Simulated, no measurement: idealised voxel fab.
Title: Process Module voxel released beams
It is cross-section cut that appears here, measuring 160 nm in width, its square cells being 5 nm in size.
Cross-section, as written here: a square-cell grid given band by band from the top down, where a band holds one or more rows of cells.
The entry gives the band's vertical extent as a top height and a bottom height in nm, then its horizontal make-up as materials from left to right, each with a width in nm. "blank" stands for empty space; a single material marked "edge to edge" fills the band edge to edge.
Where do heights start? At 0: under that level the wafer as delivered is made of one material only. And the lowest band has no floor; it just carries on downward, as in "from 0 down".
Quick explanation for "30 to 40": the width changes in equal steps down the rows of cells, from the first number in the band's top row to the second number in its bottom row.
Key: "no modifications" - step with no changed cell in the cross-section.
The list in "Non-vented voids" covers empty spaces of 8 cells or more that cannot reach the top through any open way, and it gives each as width x height at distance; the distance is from the left edge, and width, height and distance are in nm.
Anything after a step's settings on that line? It's the simulator's own note about the step.
If you see "overlay nm" on a step's line and that step has a mask, it's telling you how far right of where it was planned the mask ended up; a negative number means it went left instead.

Set out below are the planned steps of the process:
1 RECEIVE, material Si
2 CONFORMAL_DEP, material SiN, thk nm 10
3 DIRECTIONAL_DEP, material SiO2, thk nm 15
4 PATTERN, tone open, mask id ANCHOR, material resist, width nm 40, thk nm 20, overlay nm 0
5 DIRECTIONAL_ETCH, etch materials SiO2, depth nm 15
6 STRIP, etch materials resist
7 CONFORMAL_DEP, material TiN, thk nm 15
8 PATTERN, tone cover, mask id BEAM, material resist, width nm 90, thk nm 15, overlay nm 0
9 DIRECTIONAL_ETCH, etch materials TiN, depth nm 15
10 STRIP, etch materials resist
11 STRIP, etch materials SiO2

Incoming wafer in cross-section (state: after step 1):
- from 0 down | Si edge to edge
- Non-vented voids: none

Wafer cross-section at end of module: start and plan as shown above, one execution error:
- from 40 to 25 | blank=30; TiN=60; blank=70
- from 25 to 10 | blank=20; TiN=15; SiO2=40; TiN=45; blank=40
- from 10 to 0 | SiN edge to edge
- from 0 down | Si edge to edge
- Non-vented voids: none
Misprocessing identified: in deviation from the planned setting, step 4 was conducted as PATTERN, tone cover, mask id ANCHOR, material resist, width nm 40, thk nm 20, overlay nm 0
